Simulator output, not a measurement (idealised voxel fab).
The following is a process module called voxel tone inversion.
The width of the displayed cross-section, cut, is 150 nm; its cells are square, with a size of 5 nm.
We lay out every cross-section as a grid of square cells and spell it out in bands from the top down, where one band means one or more rows of cells. This entry defines a band. It first specifies the height of the band's top and the height of its bottom in nm, and then specifies the band's materials from left to right, stating each material with its width in nm. The word "throughout" identifies a single material that fills the band from edge to edge, while the word "air" identifies empty space. We count height from 0. Below that, the starting wafer is all one material. The lowest band never ends at the bottom but goes on down; see "0..down" for how that is written. You'd read "30..40" like this: the band's top row of cells is as wide as the first number, its bottom row is as wide as the second, and going down, every row changes width by the same amount as the row before did. "nothing got changed" (step): cross-section cells unchanged, all of them. "Sealed-off cavities": sealed empty spaces, 8 cells or more, no open way to top, listed width x height at distance, with distance from the left edge and width, height and distance in nm. Step line, after settings: the simulator's comment on this step. A step's line can hold "overlay nm"; with a mask on that step, the setting says how far right of the planned place the mask lay, while a negative setting says it lay to the left.

**Set out below are the planned steps of the process**
| 1 | RECEIVE [material Si] |
| 2 | CONFORMAL_DEP [material SiN] [thk nm 5] |
| 3 | DIRECTIONAL_DEP [material aC] [thk nm 15] |
| 4 | PATTERN [tone cover] [mask id POSTS] [material resist] [width nm 25] [pitch nm 40] [thk nm 25] [overlay nm 0] |
| 5 | DIRECTIONAL_ETCH [etch materials aC] [depth nm 15] |
| 6 | STRIP [etch materials resist] |
| 7 | FILL_DEP [material SiO2] [thk nm 10] |
| 8 | CMP [height nm 20] |
| 9 | STRIP [etch materials aC] |

**First of two wafers: run as planned**

**Cross-section of the wafer at receipt, which is the condition after step 1**
> 0..down = Si throughout
> Sealed-off cavities: none

**How the wafer stands in section after step 2**
> 5..0 = SiN throughout
> Nothing below the height 0 has changed.

**How the wafer stands in section after step 3**
> 20..5 = aC throughout
> Nothing below the height 5 has changed.

**How the wafer stands in section after step 4**
> 45..20 = 40 air, 25 resist, 15 air, 25 resist, 45 air
> Nothing below the height 20 has changed.

**How the wafer stands in section after step 5**
> 30..20 = 40 air, 25 resist, 15 air, 25 resist, 45 air
> 20..5 = 40 air, 25 aC, 15 air, 25 aC, 45 air
> Nothing below the height 5 has changed.

**How the wafer stands in section after step 6**
> 20..5 = 40 air, 25 aC, 15 air, 25 aC, 45 air
> Nothing below the height 5 has changed.

**How the wafer stands in section after step 7**
> 30..20 = SiO2 throughout
> 20..5 = 40 SiO2, 25 aC, 15 SiO2, 25 aC, 45 SiO2
> Nothing below the height 5 has changed.

**How the wafer stands in section after step 8**
> 20..5 = 40 SiO2, 25 aC, 15 SiO2, 25 aC, 45 SiO2
> Nothing below the height 5 has changed.

**How the wafer stands in section after step 9**
> 20..5 = 40 SiO2, 25 air, 15 SiO2, 25 air, 45 SiO2
> Nothing below the height 5 has changed.

**The remaining wafer, second of the two, started like the first and was run to the same plan, except that one mistake was made along the way; the two coincide through step 3, inclusive**

**Look at the second wafer in cross-section at the time step 4 ought to have finished**
> 45..20 = 30 air, 25 resist, 15 air, 25 resist, 55 air
> Nothing below the height 20 has changed.

**Look at the second wafer in cross-section at the time step 5 ought to have finished**
> 30..20 = 30 air, 25 resist, 15 air, 25 resist, 55 air
> 20..5 = 30 air, 25 aC, 15 air, 25 aC, 55 air
> Nothing below the height 5 has changed.

**Look at the second wafer in cross-section at the time step 6 ought to have finished**
> 20..5 = 30 air, 25 aC, 15 air, 25 aC, 55 air
> Nothing below the height 5 has changed.

**Look at the second wafer in cross-section at the time step 7 ought to have finished**
> 30..20 = SiO2 throughout
> 20..5 = 30 SiO2, 25 aC, 15 SiO2, 25 aC, 55 SiO2
> Nothing below the height 5 has changed.

**Look at the second wafer in cross-section at the time step 8 ought to have finished**
> 20..5 = 30 SiO2, 25 aC, 15 SiO2, 25 aC, 55 SiO2
> Nothing below the height 5 has changed.

**Look at the second wafer in cross-section at the time step 9 ought to have finished**
> 20..5 = 30 SiO2, 25 air, 15 SiO2, 25 air, 55 SiO2
> Nothing below the height 5 has changed.
What broke from the plan during processing? step 4 changed vs plan, executed as PATTERN [tone cover] [mask id POSTS] [material resist] [width nm 25] [pitch nm 40] [thk nm 25] [overlay nm -10]
By the end, you'd get the same cell count for each material on either wafer, but the second wafer puts them somewhere else.
